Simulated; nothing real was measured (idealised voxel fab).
A process module follows: voxel fin reveal.
cross-section cut | 200 nm wide | cells 5 nm
In what follows, cross-sections appear as grids of square cells, described through bands that run from the top down, where every band is one or more rows of cells. Basically the band line says how high the top is and how high the bottom is, in nm, and then what's in it from left to right, every material with its width in nm. Empty space shows up as "blank", and if a single material carries "full width" it runs the full band edge to edge. For the purposes of this specification, 0 denotes the height below which the wafer in its as-received condition is composed wholly of one material, and the lowermost band, lacking a lower limit, extends downward without end, as expressed in "0..down". When a width is written as two numbers, as in "30->40", the first number is the width in the top row of cells of the band and the second is the width in its bottom row, and the width changes by the same amount from each row to the next. "no modifications", as given for a step, is the statement that not any cell of the cross-section underwent a change during that step. The label "Closed void register" introduces a list of the empty spaces, 8 cells or larger, that have no open way up to the top; each entry in it reads width x height at distance, where the distance is taken from the left edge and all three are stated in nm. What comes after the settings on a step's line is commentary from the simulator itself on that step. overlay nm: step with mask; distance mask lay right of planned place; negative value = left of planned place.

**Here's what the planned process steps look like**
step 1: RECEIVE [material Si]
step 2: CONFORMAL_DEP [material SiN] [thk nm 5]
step 3: PATTERN [tone cover] [mask id FINS] [material resist] [width nm 15] [pitch nm 45] [thk nm 20] [overlay nm 0]
step 4: DIRECTIONAL_ETCH [etch materials SiN] [depth nm 5]
step 5: DIRECTIONAL_ETCH [etch materials Si] [depth nm 40]
step 6: STRIP [etch materials resist]
step 7: OXIDIZE [depth nm 5]
step 8: FILL_DEP [material SiO2] [thk nm 5]
step 9: CMP [height nm 5]
step 10: SELECTIVE_ETCH [etch materials SiO2] [depth nm 35]
step 11: STRIP [etch materials SiN]

**As received (post step 1): cross-section**
- 0..down | Si full width
- Closed void register: none

**Figure: cross-sectional view of the wafer upon completion of the module, processed from the initial state and according to the plan depicted above, with one error introduced during execution**
- 5..0 | blank (45) | SiN (15) | blank (30) | SiN (15) | blank (30) | SiN (15) | blank (50)
- 0..-30 | blank (50) | Si (5) | blank (40) | Si (5) | blank (40) | Si (5) | blank (55)
- -30..-45 | SiO2 (50) | Si (5) | SiO2 (40) | Si (5) | SiO2 (40) | Si (5) | SiO2 (55)
- -45..down | Si full width
- Closed void register: none
In executing the process, a mistake was made relative to the plan: the plan's step 11 was left out and never carried out
